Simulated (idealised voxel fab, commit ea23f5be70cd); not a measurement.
You're looking at the process module voxel tone inversion.
Cross-section cut: width 240 nm, square cells of 5 nm.
Cross-section = grid of square cells, listed top down in bands; band = one or more rows.
Basically the band line says how high the top is and how high the bottom is, in nm, and then what's in it from left to right, every material with its width in nm. Empty space shows up as "empty", and if a single material carries "throughout" it runs the full band edge to edge.
Heights are reckoned from 0. Under this level, the received wafer is all of one material. The bottommost band is open-ended downward, for example "from 0 down".
The width entry "30..40" should be interpreted row by row: the top row of cells in the band takes the first number, the bottom row takes the second number, and the change between adjacent rows is uniform throughout.
"stayed the same" for a step: no cell of the cross-section changed in that step.
Listed in "Closed cavity list": every empty space of 8 or more cells without an open way to the top. Form: width x height at distance, the distance being from the left edge, all in nm.
Anything after a step's settings on that line? It's the simulator's own note about the step.
A step's line can hold "overlay nm"; with a mask on that step, the setting says how far right of the planned place the mask lay, while a negative setting says it lay to the left.

The following list gives the planned process steps:
| 1 | RECEIVE | material Si |
| 2 | CONFORMAL_DEP | material SiN | thk nm 10 |
| 3 | DIRECTIONAL_DEP | material aC | thk nm 15 |
| 4 | PATTERN | tone cover | mask id POSTS | material resist | width nm 25 | pitch nm 40 | thk nm 25 | overlay nm 0 |
| 5 | DIRECTIONAL_ETCH | etch materials aC | depth nm 15 |
| 6 | STRIP | etch materials resist |
| 7 | FILL_DEP | material lowk | thk nm 5 |
| 8 | CMP | height nm 25 |
| 9 | STRIP | etch materials aC |
| 10 | CONFORMAL_DEP | material TiN | thk nm 5 |
| 11 | FILL_DEP | material Cu | thk nm 5 |
| 12 | CMP | height nm 25 |
| 13 | CONFORMAL_DEP | material SiN | thk nm 5 |

Delivered wafer in cross-section: state after step 1:
	from 0 down | Si throughout
	Closed cavity list: none

Look at the cross-section after the module: the wafer started out the way shown above and the plan was the one shown above, yet one mistake was made along the way:
	from 30 to 25 | SiN throughout
	from 25 to 15 | lowk (65)  TiN (5)  SiN (15)  TiN (5)  lowk (15)  TiN (5)  SiN (15)  TiN (5)  lowk (15)  TiN (5)  SiN (15)  TiN (5)  lowk (70)
	from 15 to 10 | lowk (65)  TiN (25)  lowk (15)  TiN (25)  lowk (15)  TiN (25)  lowk (70)
	from 10 to 0 | SiN throughout
	from 0 down | Si throughout
	Closed cavity list: none
Want to know what went wrong? so step 11 ended up running with a different setting than we planned, it ran as FILL_DEP | material SiN | thk nm 5
